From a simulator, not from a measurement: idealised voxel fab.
Title: Process Module voxel transistor to metal
Square cell edge 5 nm, section width 215 nm, ID cut.
Just so we're on the same page, the cross-sections are grids of square cells, and they're listed out in bands top to bottom, each band one or more rows deep.
For a band, the entry starts with two heights in nm, that of the top and then that of the bottom, and carries on with the band's materials in order from left to right, each alongside its width in nm; the word "throughout" beside a single material means it fills the band edge to edge, and "air" means empty space.
Heights are measured from 0, the level below which the as-received wafer is all one material; the lowest band has no bottom and continues downward, written as in "0 nm and below".
Think of "30 to 40" as a width that walks from the first number to the second as you go down the band, top row to bottom row, taking equal-sized steps from row to row.
It should be understood that the words "left unchanged", when stated for a given step, signify that the cross-section underwent no change in any of its cells during that step.
In the "Sealed cavities" entry, you get each enclosed empty space of 8 cells or more, one with no open way to the top, written width x height at distance, distance from the left edge, in nm.
Text after the settings on a step's line: the simulator's own remark on that step.
The "overlay nm" setting may appear on a step's line; for a step that uses a mask, it gives how far to the right of its planned position the mask lay, and a negative value indicates the left.

Plan:
1. RECEIVE, material Si
2. OXIDIZE, depth nm 5
3. CONFORMAL_DEP, material SiN, thk nm 15
4. MASKED_ETCH, tone cover, mask id ACTIVE, width nm 135, etch materials SiN, depth nm 15, overlay nm 0
5. MASKED_ETCH, tone cover, mask id ACTIVE, width nm 135, etch materials SiO2, depth nm 5, overlay nm 0
6. MASKED_ETCH, tone cover, mask id ACTIVE, width nm 135, etch materials Si, depth nm 35, overlay nm 0
7. OXIDIZE, depth nm 5
8. FILL_DEP, material SiO2, thk nm 5
9. CMP, height nm 15
10. SELECTIVE_ETCH, etch materials SiO2, depth nm 10
11. STRIP, etch materials SiN
12. SELECTIVE_ETCH, etch materials SiO2, depth nm 5
13. OXIDIZE, depth nm 5
14. DIRECTIONAL_DEP, material polySi, thk nm 25
15. DIRECTIONAL_DEP, material SiCN, thk nm 10
16. PATTERN, tone cover, mask id GATE, material resist, width nm 35, thk nm 15, overlay nm 0
17. DIRECTIONAL_ETCH, etch materials SiCN, depth nm 20
18. DIRECTIONAL_ETCH, etch materials polySi, depth nm 35
19. STRIP, etch materials resist
20. CONFORMAL_DEP, material SiO2, thk nm 5
21. DIRECTIONAL_ETCH, etch materials SiO2, depth nm 5
22. CONFORMAL_DEP, material SiN, thk nm 5
23. DIRECTIONAL_ETCH, etch materials SiN, depth nm 5
24. DIRECTIONAL_ETCH, etch materials SiO2, depth nm 5
25. DIRECTIONAL_ETCH, etch materials Si, depth nm 5
26. EPI, material pSi, thk nm 5
27. FILL_DEP, material SiO2, thk nm 10
28. CMP, height nm 20
29. STRIP, etch materials polySi
30. SELECTIVE_ETCH, etch materials SiO2, depth nm 5
31. CONFORMAL_DEP, material HfO2, thk nm 5
32. CONFORMAL_DEP, material TiN, thk nm 5
33. FILL_DEP, material W, thk nm 5
34. CMP, height nm 15
35. DIRECTIONAL_DEP, material SiO2, thk nm 15
36. MASKED_ETCH, tone open, mask id CONTACT, width nm 20, pitch nm 95, etch materials SiO2, depth nm 40, overlay nm 0
37. CONFORMAL_DEP, material TiN, thk nm 5
38. FILL_DEP, material Ru, thk nm 10
39. CMP, height nm 30
40. DIRECTIONAL_DEP, material TiN, thk nm 5
41. DIRECTIONAL_DEP, material W, thk nm 20
42. PATTERN, tone cover, mask id METAL_1, material resist, width nm 20, pitch nm 95, thk nm 15, overlay nm 0
43. DIRECTIONAL_ETCH, etch materials W, depth nm 20
44. DIRECTIONAL_ETCH, etch materials TiN, depth nm 5
45. STRIP, etch materials resist
46. CONFORMAL_DEP, material SiCN, thk nm 5
47. FILL_DEP, material lowk, thk nm 5
48. CMP, height nm 55
49. CONFORMAL_DEP, material SiCN, thk nm 5
50. DIRECTIONAL_DEP, material lowk, thk nm 25
51. PATTERN, tone open, mask id METAL_2_HOLES, material resist, width nm 15, pitch nm 95, thk nm 20, overlay nm 0
52. DIRECTIONAL_ETCH, etch materials lowk, depth nm 25
53. STRIP, etch materials resist
54. DIRECTIONAL_DEP, material aC, thk nm 10
55. PATTERN, tone open, mask id METAL_2, material resist, width nm 20, pitch nm 95, thk nm 25, overlay nm 0
56. DIRECTIONAL_ETCH, etch materials aC, depth nm 10
57. STRIP, etch materials resist
58. DIRECTIONAL_ETCH, etch materials lowk, depth nm 15
59. DIRECTIONAL_ETCH, etch materials SiCN, depth nm 5
60. STRIP, etch materials aC
61. CONFORMAL_DEP, material TiN, thk nm 5
62. FILL_DEP, material Ru, thk nm 5
63. CMP, height nm 85
64. CONFORMAL_DEP, material SiCN, thk nm 5

Shown in cross-section is the wafer as received, that is, as it stands after step 1:
> 0 nm and below: Si throughout
> Sealed cavities: none

The following cross-section depicts the wafer upon conclusion of the module. Processing commenced from the starting condition illustrated above and adhered to the plan illustrated above, save for one mistake in execution:
> 90 nm to 85 nm: SiCN throughout
> 85 nm to 75 nm: lowk 50; TiN 5; Ru 10; TiN 5; lowk 75; TiN 5; Ru 10; TiN 5; lowk 50
> 75 nm to 70 nm: lowk 50; TiN 5; Ru 5; TiN 10; lowk 75; TiN 5; Ru 5; TiN 10; lowk 50
> 70 nm to 60 nm: lowk 50; TiN 5; Ru 5; TiN 5; lowk 80; TiN 5; Ru 5; TiN 5; lowk 55
> 60 nm to 55 nm: SiCN 50; TiN 15; SiCN 80; TiN 15; SiCN 55
> 55 nm to 35 nm: lowk 45; SiCN 5; W 20; SiCN 5; lowk 65; SiCN 5; W 20; SiCN 5; lowk 45
> 35 nm to 30 nm: SiCN 50; TiN 20; SiCN 75; TiN 20; SiCN 50
> 30 nm to 20 nm: SiO2 50; TiN 5; Ru 10; TiN 5; SiO2 75; TiN 5; Ru 10; TiN 5; SiO2 50
> 20 nm to 15 nm: SiO2 50; TiN 20; SiO2 75; TiN 20; SiO2 50
> 15 nm to 5 nm: W 85; TiN 5; HfO2 5; SiN 5; SiO2 15; SiN 5; HfO2 5; TiN 5; W 85
> 5 nm to 0 nm: TiN 40; W 45; TiN 5; HfO2 5; SiN 5; SiO2 15; SiN 5; HfO2 5; TiN 5; W 45; TiN 40
> 0 nm to -5 nm: HfO2 35; TiN 55; HfO2 5; SiN 5; SiO2 15; SiN 5; HfO2 5; TiN 55; HfO2 35
> -5 nm to -10 nm: SiO2 30; HfO2 65; SiO2 5; pSi 5; SiO2 5; pSi 5; SiO2 5; HfO2 65; SiO2 30
> -10 nm to -15 nm: SiO2 45; Si 55; pSi 15; Si 55; SiO2 45
> -15 nm to -45 nm: SiO2 45; Si 125; SiO2 45
> -45 nm and below: Si throughout
> Sealed cavities: none
So what did we get wrong on this run? heads up, step 16 didn't go per plan, it actually ran as PATTERN, tone open, mask id GATE, material resist, width nm 35, thk nm 15, overlay nm 0
